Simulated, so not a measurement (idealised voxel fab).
Name of the process module below: voxel transistor to metal
We display cut, a cross-section 200 nm in width whose square cells are each 5 nm.
The cross-sections in this document take the form of a grid made of square cells. They are written out as bands, in order from top to bottom. Each band consists of one or more rows of cells. This entry defines a band. It first specifies the height of the band's top and the height of its bottom in nm, and then specifies the band's materials from left to right, stating each material with its width in nm. The word "full width" identifies a single material that fills the band from edge to edge, while the word "air" identifies empty space. Height is counted from the level 0, under which the received wafer is composed throughout of one material. The lowest of the bands is not closed at the bottom but continues downward, in the notation "0 down". Note: "30->40" means the width goes from the first number (top row of the band) to the second number (bottom row) in equal steps per row of cells. Any step labelled "remains unaltered" changed none of the cells in the cross-section. "Enclosed void inventory" enumerates empty spaces isolated from the top, with no open way to it, that contain at least 8 cells, giving each as width x height at distance from the left edge, all three in nm. Whatever follows a step's settings on its line is a remark the simulator itself makes about that step. overlay nm: how far to the right of its planned place the mask lay on this masked step (negative: to the left).

List of planned process steps:
1. RECEIVE (material Si)
2. CONFORMAL_DEP (material SiO2; thk nm 5)
3. CONFORMAL_DEP (material SiN; thk nm 15)
4. MASKED_ETCH (tone cover; mask id ACTIVE; width nm 95; etch materials SiN; depth nm 15; overlay nm 0)
5. MASKED_ETCH (tone cover; mask id ACTIVE; width nm 95; etch materials SiO2; depth nm 5; overlay nm 0)
6. MASKED_ETCH (tone cover; mask id ACTIVE; width nm 95; etch materials Si; depth nm 30; overlay nm 0)
7. OXIDIZE (depth nm 5)
8. FILL_DEP (material SiO2; thk nm 10)
9. CMP (height nm 20)
10. SELECTIVE_ETCH (etch materials SiO2; depth nm 10)
11. STRIP (etch materials SiN)
12. SELECTIVE_ETCH (etch materials SiO2; depth nm 5)
13. OXIDIZE (depth nm 5)
14. DIRECTIONAL_DEP (material polySi; thk nm 30)
15. DIRECTIONAL_DEP (material SiCN; thk nm 15)
16. PATTERN (tone cover; mask id GATE; material resist; width nm 15; thk nm 20; overlay nm 0)
17. DIRECTIONAL_ETCH (etch materials SiCN; depth nm 25)
18. DIRECTIONAL_ETCH (etch materials polySi; depth nm 40)
19. STRIP (etch materials resist)
20. CONFORMAL_DEP (material SiO2; thk nm 5)
21. DIRECTIONAL_ETCH (etch materials SiO2; depth nm 5)
22. CONFORMAL_DEP (material SiN; thk nm 5)
23. DIRECTIONAL_ETCH (etch materials SiN; depth nm 5)
24. DIRECTIONAL_ETCH (etch materials SiO2; depth nm 5)
25. DIRECTIONAL_ETCH (etch materials Si; depth nm 15)
26. EPI (material pSi; thk nm 20)
27. FILL_DEP (material SiO2; thk nm 5)
28. CMP (height nm 45)
29. DIRECTIONAL_DEP (material SiO2; thk nm 10)
30. PATTERN (tone open; mask id CONTACT; material resist; width nm 20; pitch nm 65; thk nm 20; overlay nm 0)
31. DIRECTIONAL_ETCH (etch materials SiO2; depth nm 55)
32. STRIP (etch materials resist)
33. CONFORMAL_DEP (material TiN; thk nm 5)
34. FILL_DEP (material Ru; thk nm 5)
35. CMP (height nm 55)
36. DIRECTIONAL_DEP (material TiN; thk nm 5)
37. DIRECTIONAL_DEP (material W; thk nm 25)
38. MASKED_ETCH (tone cover; mask id METAL_1; width nm 20; pitch nm 65; etch materials W; depth nm 25; overlay nm 0)
39. MASKED_ETCH (tone cover; mask id METAL_1; width nm 20; pitch nm 65; etch materials TiN; depth nm 5; overlay nm 0)
40. CONFORMAL_DEP (material SiCN; thk nm 5)
41. FILL_DEP (material lowk; thk nm 5)
42. CMP (height nm 85)
43. CONFORMAL_DEP (material SiCN; thk nm 5)
44. DIRECTIONAL_DEP (material SiO2; thk nm 35)
45. MASKED_ETCH (tone open; mask id METAL_2; width nm 20; pitch nm 65; etch materials SiO2; depth nm 20; overlay nm 0)
46. MASKED_ETCH (tone open; mask id METAL_2_HOLES; width nm 15; pitch nm 65; etch materials SiO2; depth nm 15; overlay nm 0)
47. MASKED_ETCH (tone open; mask id METAL_2_HOLES; width nm 15; pitch nm 65; etch materials SiCN; depth nm 5; overlay nm 0)
48. CONFORMAL_DEP (material TiN; thk nm 5)
49. FILL_DEP (material Cu; thk nm 5)
50. CMP (height nm 125)
51. CONFORMAL_DEP (material SiN; thk nm 5)

Concerning the first of two wafers, which was run in accordance with the plan:

Wafer as received: cross-section following step 1:
  0 down = Si full width
  Enclosed void inventory: none

Step 2 complete: cross-section through the wafer:
  5 to 0 = SiO2 full width
  Everything under 0 stays put, no change at all.

Step 3 complete: cross-section through the wafer:
  20 to 5 = SiN full width
  Everything under 5 stays put, no change at all.

Step 4 complete: cross-section through the wafer:
  20 to 5 = 50 air  95 SiN  55 air
  Everything under 5 stays put, no change at all.

Step 5 complete: cross-section through the wafer:
  20 to 5 = 50 air  95 SiN  55 air
  5 to 0 = 50 air  95 SiO2  55 air
  Everything under 0 stays put, no change at all.

Step 6 complete: cross-section through the wafer:
  20 to 5 = 50 air  95 SiN  55 air
  5 to 0 = 50 air  95 SiO2  55 air
  0 to -30 = 50 air  95 Si  55 air
  Everything under -30 stays put, no change at all.

Step 7 complete: cross-section through the wafer:
  20 to 5 = 50 air  95 SiN  55 air
  5 to 0 = 50 air  95 SiO2  55 air
  0 to -30 = 50 air  5 SiO2  85 Si  5 SiO2  55 air
  -30 to -35 = 55 SiO2  85 Si  60 SiO2
  Everything under -35 stays put, no change at all.

Step 8 complete: cross-section through the wafer:
  30 to 20 = SiO2 full width
  20 to 5 = 50 SiO2  95 SiN  55 SiO2
  5 to 0 = SiO2 full width
  0 to -35 = 55 SiO2  85 Si  60 SiO2
  Everything under -35 stays put, no change at all.

Step 9 complete: cross-section through the wafer:
  20 to 5 = 50 SiO2  95 SiN  55 SiO2
  Everything under 5 stays put, no change at all.

Step 10 complete: cross-section through the wafer:
  20 to 10 = 50 air  95 SiN  55 air
  Everything under 10 stays put, no change at all.

Step 11 complete: cross-section through the wafer:
  10 to 5 = 50 SiO2  95 air  55 SiO2
  Everything under 5 stays put, no change at all.

Step 12 complete: cross-section through the wafer:
  5 to 0 = 45 SiO2  105 air  50 SiO2
  Everything under 0 stays put, no change at all.

Step 13 complete: cross-section through the wafer:
  5 to 0 = 45 SiO2  105 air  50 SiO2
  0 to -5 = SiO2 full width
  Everything under -5 stays put, no change at all.

Step 14 complete: cross-section through the wafer:
  35 to 30 = 45 polySi  105 air  50 polySi
  30 to 5 = polySi full width
  5 to 0 = 45 SiO2  105 polySi  50 SiO2
  Everything under 0 stays put, no change at all.

Step 15 complete: cross-section through the wafer:
  50 to 45 = 45 SiCN  105 air  50 SiCN
  45 to 35 = SiCN full width
  35 to 30 = 45 polySi  105 SiCN  50 polySi
  Everything under 30 stays put, no change at all.

Step 16 complete: cross-section through the wafer:
  70 to 50 = 90 air  15 resist  95 air
  50 to 45 = 45 SiCN  45 air  15 resist  45 air  50 SiCN
  Everything under 45 stays put, no change at all.

Step 17 complete: cross-section through the wafer:
  70 to 45 = 90 air  15 resist  95 air
  45 to 35 = 90 air  15 SiCN  95 air
  35 to 30 = 45 polySi  45 air  15 SiCN  45 air  50 polySi
  Everything under 30 stays put, no change at all.

Step 18 complete: cross-section through the wafer:
  70 to 45 = 90 air  15 resist  95 air
  45 to 30 = 90 air  15 SiCN  95 air
  30 to 5 = 90 air  15 polySi  95 air
  5 to 0 = 45 SiO2  45 air  15 polySi  45 air  50 SiO2
  Everything under 0 stays put, no change at all.

Step 19 complete: cross-section through the wafer:
  45 to 30 = 90 air  15 SiCN  95 air
  Everything under 30 stays put, no change at all.

Step 20 complete: cross-section through the wafer:
  50 to 45 = 85 air  25 SiO2  90 air
  45 to 30 = 85 air  5 SiO2  15 SiCN  5 SiO2  90 air
  30 to 10 = 85 air  5 SiO2  15 polySi  5 SiO2  90 air
  10 to 5 = 50 SiO2  35 air  5 SiO2  15 polySi  5 SiO2  35 air  55 SiO2
  5 to 0 = 90 SiO2  15 polySi  95 SiO2
  Everything under 0 stays put, no change at all.

Step 21 complete: cross-section through the wafer:
  45 to 30 = 85 air  5 SiO2  15 SiCN  5 SiO2  90 air
  30 to 5 = 85 air  5 SiO2  15 polySi  5 SiO2  90 air
  5 to 0 = 50 SiO2  35 air  5 SiO2  15 polySi  5 SiO2  35 air  55 SiO2
  Everything under 0 stays put, no change at all.

Step 22 complete: cross-section through the wafer:
  50 to 45 = 80 air  35 SiN  85 air
  45 to 30 = 80 air  5 SiN  5 SiO2  15 SiCN  5 SiO2  5 SiN  85 air
  30 to 10 = 80 air  5 SiN  5 SiO2  15 polySi  5 SiO2  5 SiN  85 air
  10 to 5 = 55 SiN  25 air  5 SiN  5 SiO2  15 polySi  5 SiO2  5 SiN  25 air  60 SiN
  5 to 0 = 50 SiO2  35 SiN  5 SiO2  15 polySi  5 SiO2  35 SiN  55 SiO2
  Everything under 0 stays put, no change at all.

Step 23 complete: cross-section through the wafer:
  45 to 30 = 80 air  5 SiN  5 SiO2  15 SiCN  5 SiO2  5 SiN  85 air
  30 to 5 = 80 air  5 SiN  5 SiO2  15 polySi  5 SiO2  5 SiN  85 air
  5 to 0 = 50 SiO2  5 SiN  25 air  5 SiN  5 SiO2  15 polySi  5 SiO2  5 SiN  25 air  5 SiN  55 SiO2
  Everything under 0 stays put, no change at all.

Step 24 complete: cross-section through the wafer:
  45 to 40 = 80 air  5 SiN  5 air  15 SiCN  5 air  5 SiN  85 air
  40 to 30 = 80 air  5 SiN  5 SiO2  15 SiCN  5 SiO2  5 SiN  85 air
  30 to 5 = 80 air  5 SiN  5 SiO2  15 polySi  5 SiO2  5 SiN  85 air
  5 to 0 = 50 air  5 SiN  25 air  5 SiN  5 SiO2  15 polySi  5 SiO2  5 SiN  25 air  5 SiN  55 air
  0 to -5 = 55 SiO2  25 air  35 SiO2  25 air  60 SiO2
  Everything under -5 stays put, no change at all.

Step 25 complete: cross-section through the wafer:
  45 to 40 = 80 air  5 SiN  5 air  15 SiCN  5 air  5 SiN  85 air
  40 to 30 = 80 air  5 SiN  5 SiO2  15 SiCN  5 SiO2  5 SiN  85 air
  30 to 5 = 80 air  5 SiN  5 SiO2  15 polySi  5 SiO2  5 SiN  85 air
  5 to 0 = 50 air  5 SiN  25 air  5 SiN  5 SiO2  15 polySi  5 SiO2  5 SiN  25 air  5 SiN  55 air
  0 to -5 = 55 SiO2  25 air  35 SiO2  25 air  60 SiO2
  -5 to -20 = 55 SiO2  25 air  35 Si  25 air  60 SiO2
  Everything under -20 stays put, no change at all.

Step 26 complete: cross-section through the wafer:
  45 to 40 = 80 air  5 SiN  5 air  15 SiCN  5 air  5 SiN  85 air
  40 to 30 = 80 air  5 SiN  5 SiO2  15 SiCN  5 SiO2  5 SiN  85 air
  30 to 15 = 80 air  5 SiN  5 SiO2  15 polySi  5 SiO2  5 SiN  85 air
  15 to 5 = 60 air  20 pSi  5 SiN  5 SiO2  15 polySi  5 SiO2  5 SiN  20 pSi  65 air
  5 to 0 = 50 air  5 SiN  5 air  20 pSi  5 SiN  5 SiO2  15 polySi  5 SiO2  5 SiN  20 pSi  5 air  5 SiN  55 air
  0 to -5 = 55 SiO2  25 pSi  35 SiO2  25 pSi  60 SiO2
  -5 to -20 = 55 SiO2  25 pSi  35 Si  25 pSi  60 SiO2
  Everything under -20 stays put, no change at all.

Step 27 complete: cross-section through the wafer:
  50 to 45 = SiO2 full width
  45 to 30 = 80 SiO2  5 SiN  5 SiO2  15 SiCN  5 SiO2  5 SiN  85 SiO2
  30 to 15 = 80 SiO2  5 SiN  5 SiO2  15 polySi  5 SiO2  5 SiN  85 SiO2
  15 to 5 = 60 SiO2  20 pSi  5 SiN  5 SiO2  15 polySi  5 SiO2  5 SiN  20 pSi  65 SiO2
  5 to 0 = 50 SiO2  5 SiN  5 SiO2  20 pSi  5 SiN  5 SiO2  15 polySi  5 SiO2  5 SiN  20 pSi  5 SiO2  5 SiN  55 SiO2
  Everything under 0 stays put, no change at all.

Step 28 complete: cross-section through the wafer:
  45 to 30 = 80 SiO2  5 SiN  5 SiO2  15 SiCN  5 SiO2  5 SiN  85 SiO2
  Everything under 30 stays put, no change at all.

Step 29 complete: cross-section through the wafer:
  55 to 45 = SiO2 full width
  Everything under 45 stays put, no change at all.

Step 30 complete: cross-section through the wafer:
  75 to 55 = 55 resist  20 air  45 resist  20 air  60 resist
  Everything under 55 stays put, no change at all.

Step 31 complete: cross-section through the wafer:
  75 to 55 = 55 resist  20 air  45 resist  20 air  60 resist
  55 to 45 = 55 SiO2  20 air  45 SiO2  20 air  60 SiO2
  45 to 30 = 55 SiO2  20 air  5 SiO2  5 SiN  5 SiO2  15 SiCN  5 SiO2  5 SiN  5 SiO2  20 air  60 SiO2
  30 to 15 = 55 SiO2  20 air  5 SiO2  5 SiN  5 SiO2  15 polySi  5 SiO2  5 SiN  5 SiO2  20 air  60 SiO2
  15 to 5 = 55 SiO2  5 air  20 pSi  5 SiN  5 SiO2  15 polySi  5 SiO2  5 SiN  20 pSi  5 air  60 SiO2
  5 to 0 = 50 SiO2  5 SiN  5 air  20 pSi  5 SiN  5 SiO2  15 polySi  5 SiO2  5 SiN  20 pSi  5 air  5 SiN  55 SiO2
  Everything under 0 stays put, no change at all.

Step 32 complete: cross-section through the wafer:
  55 to 45 = 55 SiO2  20 air  45 SiO2  20 air  60 SiO2
  Everything under 45 stays put, no change at all.

Step 33 complete: cross-section through the wafer:
  60 to 55 = 60 TiN  10 air  55 TiN  10 air  65 TiN
  55 to 45 = 55 SiO2  5 TiN  10 air  5 TiN  45 SiO2  5 TiN  10 air  5 TiN  60 SiO2
  45 to 30 = 55 SiO2  5 TiN  10 air  5 TiN  5 SiO2  5 SiN  5 SiO2  15 SiCN  5 SiO2  5 SiN  5 SiO2  5 TiN  10 air  5 TiN  60 SiO2
  30 to 20 = 55 SiO2  5 TiN  10 air  5 TiN  5 SiO2  5 SiN  5 SiO2  15 polySi  5 SiO2  5 SiN  5 SiO2  5 TiN  10 air  5 TiN  60 SiO2
  20 to 15 = 55 SiO2  20 TiN  5 SiO2  5 SiN  5 SiO2  15 polySi  5 SiO2  5 SiN  5 SiO2  20 TiN  60 SiO2
  15 to 5 = 55 SiO2  5 TiN  20 pSi  5 SiN  5 SiO2  15 polySi  5 SiO2  5 SiN  20 pSi  5 TiN  60 SiO2
  5 to 0 = 50 SiO2  5 SiN  5 TiN  20 pSi  5 SiN  5 SiO2  15 polySi  5 SiO2  5 SiN  20 pSi  5 TiN  5 SiN  55 SiO2
  Everything under 0 stays put, no change at all.

Step 34 complete: cross-section through the wafer:
  65 to 60 = Ru full width
  60 to 55 = 60 TiN  10 Ru  55 TiN  10 Ru  65 TiN
  55 to 45 = 55 SiO2  5 TiN  10 Ru  5 TiN  45 SiO2  5 TiN  10 Ru  5 TiN  60 SiO2
  45 to 30 = 55 SiO2  5 TiN  10 Ru  5 TiN  5 SiO2  5 SiN  5 SiO2  15 SiCN  5 SiO2  5 SiN  5 SiO2  5 TiN  10 Ru  5 TiN  60 SiO2
  30 to 20 = 55 SiO2  5 TiN  10 Ru  5 TiN  5 SiO2  5 SiN  5 SiO2  15 polySi  5 SiO2  5 SiN  5 SiO2  5 TiN  10 Ru  5 TiN  60 SiO2
  Everything under 20 stays put, no change at all.

Step 35 complete: cross-section through the wafer:
  55 to 45 = 55 SiO2  5 TiN  10 Ru  5 TiN  45 SiO2  5 TiN  10 Ru  5 TiN  60 SiO2
  Everything under 45 stays put, no change at all.

Step 36 complete: cross-section through the wafer:
  60 to 55 = TiN full width
  Everything under 55 stays put, no change at all.

Step 37 complete: cross-section through the wafer:
  85 to 60 = W full width
  Everything under 60 stays put, no change at all.

Step 38 complete: cross-section through the wafer:
  85 to 60 = 55 air  20 W  45 air  20 W  60 air
  Everything under 60 stays put, no change at all.

Step 39 complete: cross-section through the wafer:
  85 to 60 = 55 air  20 W  45 air  20 W  60 air
  60 to 55 = 55 air  20 TiN  45 air  20 TiN  60 air
  Everything under 55 stays put, no change at all.

Step 40 complete: cross-section through the wafer:
  90 to 85 = 50 air  30 SiCN  35 air  30 SiCN  55 air
  85 to 60 = 50 air  5 SiCN  20 W  5 SiCN  35 air  5 SiCN  20 W  5 SiCN  55 air
  60 to 55 = 55 SiCN  20 TiN  45 SiCN  20 TiN  60 SiCN
  Everything under 55 stays put, no change at all.

Step 41 complete: cross-section through the wafer:
  95 to 90 = lowk full width
  90 to 85 = 50 lowk  30 SiCN  35 lowk  30 SiCN  55 lowk
  85 to 60 = 50 lowk  5 SiCN  20 W  5 SiCN  35 lowk  5 SiCN  20 W  5 SiCN  55 lowk
  Everything under 60 stays put, no change at all.

Step 42 complete: cross-section through the wafer:
  85 to 60 = 50 lowk  5 SiCN  20 W  5 SiCN  35 lowk  5 SiCN  20 W  5 SiCN  55 lowk
  Everything under 60 stays put, no change at all.

Step 43 complete: cross-section through the wafer:
  90 to 85 = SiCN full width
  Everything under 85 stays put, no change at all.

Step 44 complete: cross-section through the wafer:
  125 to 90 = SiO2 full width
  Everything under 90 stays put, no change at all.

Step 45 complete: cross-section through the wafer:
  125 to 105 = 55 SiO2  20 air  45 SiO2  20 air  60 SiO2
  Everything under 105 stays put, no change at all.

Step 46 complete: cross-section through the wafer:
  125 to 105 = 55 SiO2  20 air  45 SiO2  20 air  60 SiO2
  105 to 90 = 55 SiO2  15 air  50 SiO2  15 air  65 SiO2
  Everything under 90 stays put, no change at all.

Step 47 complete: cross-section through the wafer:
  125 to 105 = 55 SiO2  20 air  45 SiO2  20 air  60 SiO2
  105 to 90 = 55 SiO2  15 air  50 SiO2  15 air  65 SiO2
  90 to 85 = 55 SiCN  15 air  50 SiCN  15 air  65 SiCN
  Everything under 85 stays put, no change at all.

Step 48 complete: cross-section through the wafer:
  130 to 125 = 60 TiN  10 air  55 TiN  10 air  65 TiN
  125 to 110 = 55 SiO2  5 TiN  10 air  5 TiN  45 SiO2  5 TiN  10 air  5 TiN  60 SiO2
  110 to 105 = 55 SiO2  5 TiN  5 air  10 TiN  45 SiO2  5 TiN  5 air  10 TiN  60 SiO2
  105 to 90 = 55 SiO2  5 TiN  5 air  5 TiN  50 SiO2  5 TiN  5 air  5 TiN  65 SiO2
  90 to 85 = 55 SiCN  15 TiN  50 SiCN  15 TiN  65 SiCN
  Everything under 85 stays put, no change at all.

Step 49 complete: cross-section through the wafer:
  135 to 130 = Cu full width
  130 to 125 = 60 TiN  10 Cu  55 TiN  10 Cu  65 TiN
  125 to 110 = 55 SiO2  5 TiN  10 Cu  5 TiN  45 SiO2  5 TiN  10 Cu  5 TiN  60 SiO2
  110 to 105 = 55 SiO2  5 TiN  5 Cu  10 TiN  45 SiO2  5 TiN  5 Cu  10 TiN  60 SiO2
  105 to 90 = 55 SiO2  5 TiN  5 Cu  5 TiN  50 SiO2  5 TiN  5 Cu  5 TiN  65 SiO2
  Everything under 90 stays put, no change at all.

Step 50 complete: cross-section through the wafer:
  125 to 110 = 55 SiO2  5 TiN  10 Cu  5 TiN  45 SiO2  5 TiN  10 Cu  5 TiN  60 SiO2
  Everything under 110 stays put, no change at all.

Step 51 complete: cross-section through the wafer:
  130 to 125 = SiN full width
  Everything under 125 stays put, no change at all.

Okay, second wafer. Nothing different at the start, nothing different in the plan, just one mistake somewhere in the running. As far as step 21, counting that step, it's the first wafer all over again:

Second wafer: cross-section at the scheduled end of step 22: remains unaltered

Second wafer: cross-section at the scheduled end of step 23: remains unaltered

Second wafer: cross-section at the scheduled end of step 24:
  45 to 40 = 90 air  15 SiCN  95 air
  40 to 30 = 85 air  5 SiO2  15 SiCN  5 SiO2  90 air
  30 to 0 = 85 air  5 SiO2  15 polySi  5 SiO2  90 air
  0 to -5 = 50 SiO2  35 air  25 SiO2  35 air  55 SiO2
  Everything under -5 stays put, no change at all.

Second wafer: cross-section at the scheduled end of step 25:
  45 to 40 = 90 air  15 SiCN  95 air
  40 to 30 = 85 air  5 SiO2  15 SiCN  5 SiO2  90 air
  30 to 0 = 85 air  5 SiO2  15 polySi  5 SiO2  90 air
  0 to -5 = 50 SiO2  35 air  25 SiO2  35 air  55 SiO2
  -5 to -20 = 55 SiO2  30 air  25 Si  30 air  60 SiO2
  Everything under -20 stays put, no change at all.

Second wafer: cross-section at the scheduled end of step 26:
  45 to 40 = 90 air  15 SiCN  95 air
  40 to 30 = 85 air  5 SiO2  15 SiCN  5 SiO2  90 air
  30 to 15 = 85 air  5 SiO2  15 polySi  5 SiO2  90 air
  15 to 0 = 65 air  20 pSi  5 SiO2  15 polySi  5 SiO2  20 pSi  70 air
  0 to -5 = 50 SiO2  35 pSi  25 SiO2  35 pSi  55 SiO2
  -5 to -20 = 55 SiO2  30 pSi  25 Si  30 pSi  60 SiO2
  Everything under -20 stays put, no change at all.

Second wafer: cross-section at the scheduled end of step 27:
  50 to 45 = SiO2 full width
  45 to 30 = 90 SiO2  15 SiCN  95 SiO2
  30 to 15 = 90 SiO2  15 polySi  95 SiO2
  15 to 0 = 65 SiO2  20 pSi  5 SiO2  15 polySi  5 SiO2  20 pSi  70 SiO2
  Everything under 0 stays put, no change at all.

Second wafer: cross-section at the scheduled end of step 28:
  45 to 30 = 90 SiO2  15 SiCN  95 SiO2
  Everything under 30 stays put, no change at all.

Second wafer: cross-section at the scheduled end of step 29:
  55 to 45 = SiO2 full width
  Everything under 45 stays put, no change at all.

Second wafer: cross-section at the scheduled end of step 30:
  75 to 55 = 55 resist  20 air  45 resist  20 air  60 resist
  Everything under 55 stays put, no change at all.

Second wafer: cross-section at the scheduled end of step 31:
  75 to 55 = 55 resist  20 air  45 resist  20 air  60 resist
  55 to 45 = 55 SiO2  20 air  45 SiO2  20 air  60 SiO2
  45 to 30 = 55 SiO2  20 air  15 SiO2  15 SiCN  15 SiO2  20 air  60 SiO2
  30 to 15 = 55 SiO2  20 air  15 SiO2  15 polySi  15 SiO2  20 air  60 SiO2
  15 to 0 = 55 SiO2  10 air  20 pSi  5 SiO2  15 polySi  5 SiO2  20 pSi  10 air  60 SiO2
  Everything under 0 stays put, no change at all.

Second wafer: cross-section at the scheduled end of step 32:
  55 to 45 = 55 SiO2  20 air  45 SiO2  20 air  60 SiO2
  Everything under 45 stays put, no change at all.

Second wafer: cross-section at the scheduled end of step 33:
  60 to 55 = 60 TiN  10 air  55 TiN  10 air  65 TiN
  55 to 45 = 55 SiO2  5 TiN  10 air  5 TiN  45 SiO2  5 TiN  10 air  5 TiN  60 SiO2
  45 to 30 = 55 SiO2  5 TiN  10 air  5 TiN  15 SiO2  15 SiCN  15 SiO2  5 TiN  10 air  5 TiN  60 SiO2
  30 to 20 = 55 SiO2  5 TiN  10 air  5 TiN  15 SiO2  15 polySi  15 SiO2  5 TiN  10 air  5 TiN  60 SiO2
  20 to 15 = 55 SiO2  20 TiN  15 SiO2  15 polySi  15 SiO2  20 TiN  60 SiO2
  15 to 0 = 55 SiO2  10 TiN  20 pSi  5 SiO2  15 polySi  5 SiO2  20 pSi  10 TiN  60 SiO2
  Everything under 0 stays put, no change at all.

Second wafer: cross-section at the scheduled end of step 34:
  65 to 60 = Ru full width
  60 to 55 = 60 TiN  10 Ru  55 TiN  10 Ru  65 TiN
  55 to 45 = 55 SiO2  5 TiN  10 Ru  5 TiN  45 SiO2  5 TiN  10 Ru  5 TiN  60 SiO2
  45 to 30 = 55 SiO2  5 TiN  10 Ru  5 TiN  15 SiO2  15 SiCN  15 SiO2  5 TiN  10 Ru  5 TiN  60 SiO2
  30 to 20 = 55 SiO2  5 TiN  10 Ru  5 TiN  15 SiO2  15 polySi  15 SiO2  5 TiN  10 Ru  5 TiN  60 SiO2
  Everything under 20 stays put, no change at all.

Second wafer: cross-section at the scheduled end of step 35:
  55 to 45 = 55 SiO2  5 TiN  10 Ru  5 TiN  45 SiO2  5 TiN  10 Ru  5 TiN  60 SiO2
  Everything under 45 stays put, no change at all.

Second wafer: cross-section at the scheduled end of step 36:
  60 to 55 = TiN full width
  Everything under 55 stays put, no change at all.

Second wafer: cross-section at the scheduled end of step 37:
  85 to 60 = W full width
  Everything under 60 stays put, no change at all.

Second wafer: cross-section at the scheduled end of step 38:
  85 to 60 = 55 air  20 W  45 air  20 W  60 air
  Everything under 60 stays put, no change at all.

Second wafer: cross-section at the scheduled end of step 39:
  85 to 60 = 55 air  20 W  45 air  20 W  60 air
  60 to 55 = 55 air  20 TiN  45 air  20 TiN  60 air
  Everything under 55 stays put, no change at all.

Second wafer: cross-section at the scheduled end of step 40:
  90 to 85 = 50 air  30 SiCN  35 air  30 SiCN  55 air
  85 to 60 = 50 air  5 SiCN  20 W  5 SiCN  35 air  5 SiCN  20 W  5 SiCN  55 air
  60 to 55 = 55 SiCN  20 TiN  45 SiCN  20 TiN  60 SiCN
  Everything under 55 stays put, no change at all.

Second wafer: cross-section at the scheduled end of step 41:
  95 to 90 = lowk full width
  90 to 85 = 50 lowk  30 SiCN  35 lowk  30 SiCN  55 lowk
  85 to 60 = 50 lowk  5 SiCN  20 W  5 SiCN  35 lowk  5 SiCN  20 W  5 SiCN  55 lowk
  Everything under 60 stays put, no change at all.

Second wafer: cross-section at the scheduled end of step 42:
  85 to 60 = 50 lowk  5 SiCN  20 W  5 SiCN  35 lowk  5 SiCN  20 W  5 SiCN  55 lowk
  Everything under 60 stays put, no change at all.

Second wafer: cross-section at the scheduled end of step 43:
  90 to 85 = SiCN full width
  Everything under 85 stays put, no change at all.

Second wafer: cross-section at the scheduled end of step 44:
  125 to 90 = SiO2 full width
  Everything under 90 stays put, no change at all.

Second wafer: cross-section at the scheduled end of step 45:
  125 to 105 = 55 SiO2  20 air  45 SiO2  20 air  60 SiO2
  Everything under 105 stays put, no change at all.

Second wafer: cross-section at the scheduled end of step 46:
  125 to 105 = 55 SiO2  20 air  45 SiO2  20 air  60 SiO2
  105 to 90 = 55 SiO2  15 air  50 SiO2  15 air  65 SiO2
  Everything under 90 stays put, no change at all.

Second wafer: cross-section at the scheduled end of step 47:
  125 to 105 = 55 SiO2  20 air  45 SiO2  20 air  60 SiO2
  105 to 90 = 55 SiO2  15 air  50 SiO2  15 air  65 SiO2
  90 to 85 = 55 SiCN  15 air  50 SiCN  15 air  65 SiCN
  Everything under 85 stays put, no change at all.

Second wafer: cross-section at the scheduled end of step 48:
  130 to 125 = 60 TiN  10 air  55 TiN  10 air  65 TiN
  125 to 110 = 55 SiO2  5 TiN  10 air  5 TiN  45 SiO2  5 TiN  10 air  5 TiN  60 SiO2
  110 to 105 = 55 SiO2  5 TiN  5 air  10 TiN  45 SiO2  5 TiN  5 air  10 TiN  60 SiO2
  105 to 90 = 55 SiO2  5 TiN  5 air  5 TiN  50 SiO2  5 TiN  5 air  5 TiN  65 SiO2
  90 to 85 = 55 SiCN  15 TiN  50 SiCN  15 TiN  65 SiCN
  Everything under 85 stays put, no change at all.

Second wafer: cross-section at the scheduled end of step 49:
  135 to 130 = Cu full width
  130 to 125 = 60 TiN  10 Cu  55 TiN  10 Cu  65 TiN
  125 to 110 = 55 SiO2  5 TiN  10 Cu  5 TiN  45 SiO2  5 TiN  10 Cu  5 TiN  60 SiO2
  110 to 105 = 55 SiO2  5 TiN  5 Cu  10 TiN  45 SiO2  5 TiN  5 Cu  10 TiN  60 SiO2
  105 to 90 = 55 SiO2  5 TiN  5 Cu  5 TiN  50 SiO2  5 TiN  5 Cu  5 TiN  65 SiO2
  Everything under 90 stays put, no change at all.

Second wafer: cross-section at the scheduled end of step 50:
  125 to 110 = 55 SiO2  5 TiN  10 Cu  5 TiN  45 SiO2  5 TiN  10 Cu  5 TiN  60 SiO2
  Everything under 110 stays put, no change at all.

Second wafer: cross-section at the scheduled end of step 51:
  130 to 125 = SiN full width
  Everything under 125 stays put, no change at all.
Misprocessing identified: plan step 22 skipped
Count the cells at the end and the second wafer has more or fewer of some materials than the first: Si -6 | SiN -20 | SiO2 +10 | TiN +6 | pSi +10
